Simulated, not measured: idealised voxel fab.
process module | voxel gate over fins
We display cut, a cross-section 170 nm in width whose square cells are each 5 nm.
Cross-section, as written here: a square-cell grid given band by band from the top down, where a band holds one or more rows of cells. Within each band entry, the heights of the top and of the bottom of the band appear first, in that order and in nm; the materials of the band then follow from left to right, each with its corresponding width in nm. The designation "everywhere" on a single material indicates that it fills the band from edge to edge; the designation "air" indicates empty space. Beneath 0, the wafer as received is one material, and that level is where height counting begins. The lowest band goes on downward without a bottom; it is written like "from 0 down". Width "30 to 40": first value at the band's top row of cells, second value at its bottom row, equal change from row to row. "nothing was modified" -> step changed no cross-section cell. "Closed void list" specifies each empty space that is not open to the top and that occupies no fewer than 8 cells, using the form width x height at distance, the distance measured from the left edge and all three quantities in nm. That trailing text on a step's line, after the settings, is the simulator's own remark on the step. A step's line can hold "overlay nm"; with a mask on that step, the setting says how far right of the planned place the mask lay, while a negative setting says it lay to the left.

## Here's what the planned process steps look like
1,RECEIVE, material Si
2,CONFORMAL_DEP, material SiN, thk nm 5
3,DIRECTIONAL_DEP, material aC, thk nm 15
4,PATTERN, tone cover, mask id FINS, material resist, width nm 15, pitch nm 45, thk nm 35, overlay nm 0
5,DIRECTIONAL_ETCH, etch materials aC, depth nm 15
6,STRIP, etch materials resist
7,DIRECTIONAL_ETCH, etch materials SiN, depth nm 5
8,DIRECTIONAL_ETCH, etch materials Si, depth nm 40
9,STRIP, etch materials aC
10,OXIDIZE, depth nm 5
11,FILL_DEP, material SiO2, thk nm 5
12,CMP, height nm 5
13,SELECTIVE_ETCH, etch materials SiO2, depth nm 15
14,STRIP, etch materials SiN
15,CONFORMAL_DEP, material HfO2, thk nm 5
16,CONFORMAL_DEP, material TiN, thk nm 5
17,FILL_DEP, material W, thk nm 15
18,CMP, height nm 20
19,CONFORMAL_DEP, material SiCN, thk nm 10

## Concerning the first of two wafers, which was run in accordance with the plan

## Incoming wafer, cross-sectional view, post step 1
	from 0 down = Si everywhere
	Closed void list: none

## You're looking at a cross-section of the wafer after step 2
	from 5 to 0 = SiN everywhere
	At heights below 0, the structure remains unaltered.

## You're looking at a cross-section of the wafer after step 3
	from 20 to 5 = aC everywhere
	At heights below 5, the structure remains unaltered.

## You're looking at a cross-section of the wafer after step 4
	from 55 to 20 = air=30, then resist=15, then air=30, then resist=15, then air=30, then resist=15, then air=35
	At heights below 20, the structure remains unaltered.

## You're looking at a cross-section of the wafer after step 5
	from 40 to 20 = air=30, then resist=15, then air=30, then resist=15, then air=30, then resist=15, then air=35
	from 20 to 5 = air=30, then aC=15, then air=30, then aC=15, then air=30, then aC=15, then air=35
	At heights below 5, the structure remains unaltered.

## You're looking at a cross-section of the wafer after step 6
	from 20 to 5 = air=30, then aC=15, then air=30, then aC=15, then air=30, then aC=15, then air=35
	At heights below 5, the structure remains unaltered.

## You're looking at a cross-section of the wafer after step 7
	from 20 to 5 = air=30, then aC=15, then air=30, then aC=15, then air=30, then aC=15, then air=35
	from 5 to 0 = air=30, then SiN=15, then air=30, then SiN=15, then air=30, then SiN=15, then air=35
	At heights below 0, the structure remains unaltered.

## You're looking at a cross-section of the wafer after step 8
	from 20 to 5 = air=30, then aC=15, then air=30, then aC=15, then air=30, then aC=15, then air=35
	from 5 to 0 = air=30, then SiN=15, then air=30, then SiN=15, then air=30, then SiN=15, then air=35
	from 0 to -40 = air=30, then Si=15, then air=30, then Si=15, then air=30, then Si=15, then air=35
	At heights below -40, the structure remains unaltered.

## You're looking at a cross-section of the wafer after step 9
	from 5 to 0 = air=30, then SiN=15, then air=30, then SiN=15, then air=30, then SiN=15, then air=35
	At heights below 0, the structure remains unaltered.

## You're looking at a cross-section of the wafer after step 10
	from 5 to 0 = air=30, then SiN=15, then air=30, then SiN=15, then air=30, then SiN=15, then air=35
	from 0 to -40 = air=30, then SiO2=5, then Si=5, then SiO2=5, then air=30, then SiO2=5, then Si=5, then SiO2=5, then air=30, then SiO2=5, then Si=5, then SiO2=5, then air=35
	from -40 to -45 = SiO2=35, then Si=5, then SiO2=40, then Si=5, then SiO2=40, then Si=5, then SiO2=40
	At heights below -45, the structure remains unaltered.

## You're looking at a cross-section of the wafer after step 11
	from 10 to 5 = SiO2 everywhere
	from 5 to 0 = SiO2=30, then SiN=15, then SiO2=30, then SiN=15, then SiO2=30, then SiN=15, then SiO2=35
	from 0 to -45 = SiO2=35, then Si=5, then SiO2=40, then Si=5, then SiO2=40, then Si=5, then SiO2=40
	At heights below -45, the structure remains unaltered.

## You're looking at a cross-section of the wafer after step 12
	from 5 to 0 = SiO2=30, then SiN=15, then SiO2=30, then SiN=15, then SiO2=30, then SiN=15, then SiO2=35
	At heights below 0, the structure remains unaltered.

## You're looking at a cross-section of the wafer after step 13
	from 5 to 0 = air=30, then SiN=15, then air=30, then SiN=15, then air=30, then SiN=15, then air=35
	from 0 to -10 = air=35, then Si=5, then air=40, then Si=5, then air=40, then Si=5, then air=40
	At heights below -10, the structure remains unaltered.

## You're looking at a cross-section of the wafer after step 14
	from 0 to -10 = air=35, then Si=5, then air=40, then Si=5, then air=40, then Si=5, then air=40
	At heights below -10, the structure remains unaltered.

## You're looking at a cross-section of the wafer after step 15
	from 5 to 0 = air=30, then HfO2=15, then air=30, then HfO2=15, then air=30, then HfO2=15, then air=35
	from 0 to -5 = air=30, then HfO2=5, then Si=5, then HfO2=5, then air=30, then HfO2=5, then Si=5, then HfO2=5, then air=30, then HfO2=5, then Si=5, then HfO2=5, then air=35
	from -5 to -10 = HfO2=35, then Si=5, then HfO2=40, then Si=5, then HfO2=40, then Si=5, then HfO2=40
	At heights below -10, the structure remains unaltered.

## You're looking at a cross-section of the wafer after step 16
	from 10 to 5 = air=25, then TiN=25, then air=20, then TiN=25, then air=20, then TiN=25, then air=30
	from 5 to 0 = air=25, then TiN=5, then HfO2=15, then TiN=5, then air=20, then TiN=5, then HfO2=15, then TiN=5, then air=20, then TiN=5, then HfO2=15, then TiN=5, then air=30
	from 0 to -5 = TiN=30, then HfO2=5, then Si=5, then HfO2=5, then TiN=30, then HfO2=5, then Si=5, then HfO2=5, then TiN=30, then HfO2=5, then Si=5, then HfO2=5, then TiN=35
	At heights below -5, the structure remains unaltered.

## You're looking at a cross-section of the wafer after step 17
	from 25 to 10 = W everywhere
	from 10 to 5 = W=25, then TiN=25, then W=20, then TiN=25, then W=20, then TiN=25, then W=30
	from 5 to 0 = W=25, then TiN=5, then HfO2=15, then TiN=5, then W=20, then TiN=5, then HfO2=15, then TiN=5, then W=20, then TiN=5, then HfO2=15, then TiN=5, then W=30
	At heights below 0, the structure remains unaltered.

## You're looking at a cross-section of the wafer after step 18
	from 20 to 10 = W everywhere
	At heights below 10, the structure remains unaltered.

## You're looking at a cross-section of the wafer after step 19
	from 30 to 20 = SiCN everywhere
	At heights below 20, the structure remains unaltered.

## Second of two: same start, same plan, one run error; steps up to and including 7 match the first

## Second wafer, section view, time point: scheduled end of step 8
	from 20 to 5 = air=30, then aC=15, then air=30, then aC=15, then air=30, then aC=15, then air=35
	from 5 to 0 = air=30, then SiN=15, then air=30, then SiN=15, then air=30, then SiN=15, then air=35
	from 0 to -50 = air=30, then Si=15, then air=30, then Si=15, then air=30, then Si=15, then air=35
	At heights below -50, the structure remains unaltered.

## Second wafer, section view, time point: scheduled end of step 9
	from 5 to 0 = air=30, then SiN=15, then air=30, then SiN=15, then air=30, then SiN=15, then air=35
	At heights below 0, the structure remains unaltered.

## Second wafer, section view, time point: scheduled end of step 10
	from 5 to 0 = air=30, then SiN=15, then air=30, then SiN=15, then air=30, then SiN=15, then air=35
	from 0 to -50 = air=30, then SiO2=5, then Si=5, then SiO2=5, then air=30, then SiO2=5, then Si=5, then SiO2=5, then air=30, then SiO2=5, then Si=5, then SiO2=5, then air=35
	from -50 to -55 = SiO2=35, then Si=5, then SiO2=40, then Si=5, then SiO2=40, then Si=5, then SiO2=40
	At heights below -55, the structure remains unaltered.

## Second wafer, section view, time point: scheduled end of step 11
	from 10 to 5 = SiO2 everywhere
	from 5 to 0 = SiO2=30, then SiN=15, then SiO2=30, then SiN=15, then SiO2=30, then SiN=15, then SiO2=35
	from 0 to -55 = SiO2=35, then Si=5, then SiO2=40, then Si=5, then SiO2=40, then Si=5, then SiO2=40
	At heights below -55, the structure remains unaltered.

## Second wafer, section view, time point: scheduled end of step 12
	from 5 to 0 = SiO2=30, then SiN=15, then SiO2=30, then SiN=15, then SiO2=30, then SiN=15, then SiO2=35
	At heights below 0, the structure remains unaltered.

## Second wafer, section view, time point: scheduled end of step 13
	from 5 to 0 = air=30, then SiN=15, then air=30, then SiN=15, then air=30, then SiN=15, then air=35
	from 0 to -10 = air=35, then Si=5, then air=40, then Si=5, then air=40, then Si=5, then air=40
	At heights below -10, the structure remains unaltered.

## Second wafer, section view, time point: scheduled end of step 14
	from 0 to -10 = air=35, then Si=5, then air=40, then Si=5, then air=40, then Si=5, then air=40
	At heights below -10, the structure remains unaltered.

## Second wafer, section view, time point: scheduled end of step 15
	from 5 to 0 = air=30, then HfO2=15, then air=30, then HfO2=15, then air=30, then HfO2=15, then air=35
	from 0 to -5 = air=30, then HfO2=5, then Si=5, then HfO2=5, then air=30, then HfO2=5, then Si=5, then HfO2=5, then air=30, then HfO2=5, then Si=5, then HfO2=5, then air=35
	from -5 to -10 = HfO2=35, then Si=5, then HfO2=40, then Si=5, then HfO2=40, then Si=5, then HfO2=40
	At heights below -10, the structure remains unaltered.

## Second wafer, section view, time point: scheduled end of step 16
	from 10 to 5 = air=25, then TiN=25, then air=20, then TiN=25, then air=20, then TiN=25, then air=30
	from 5 to 0 = air=25, then TiN=5, then HfO2=15, then TiN=5, then air=20, then TiN=5, then HfO2=15, then TiN=5, then air=20, then TiN=5, then HfO2=15, then TiN=5, then air=30
	from 0 to -5 = TiN=30, then HfO2=5, then Si=5, then HfO2=5, then TiN=30, then HfO2=5, then Si=5, then HfO2=5, then TiN=30, then HfO2=5, then Si=5, then HfO2=5, then TiN=35
	At heights below -5, the structure remains unaltered.

## Second wafer, section view, time point: scheduled end of step 17
	from 25 to 10 = W everywhere
	from 10 to 5 = W=25, then TiN=25, then W=20, then TiN=25, then W=20, then TiN=25, then W=30
	from 5 to 0 = W=25, then TiN=5, then HfO2=15, then TiN=5, then W=20, then TiN=5, then HfO2=15, then TiN=5, then W=20, then TiN=5, then HfO2=15, then TiN=5, then W=30
	At heights below 0, the structure remains unaltered.

## Second wafer, section view, time point: scheduled end of step 18
	from 20 to 10 = W everywhere
	At heights below 10, the structure remains unaltered.

## Second wafer, section view, time point: scheduled end of step 19
	from 30 to 20 = SiCN everywhere
	At heights below 20, the structure remains unaltered.
The mistake made against the process plan was this: step 8 deviated from plan and actually ran as DIRECTIONAL_ETCH, etch materials Si, depth nm 50
The second wafer ends with more or fewer cells of some materials than the first, per final count: 62 fewer of Si | 62 more of SiO2
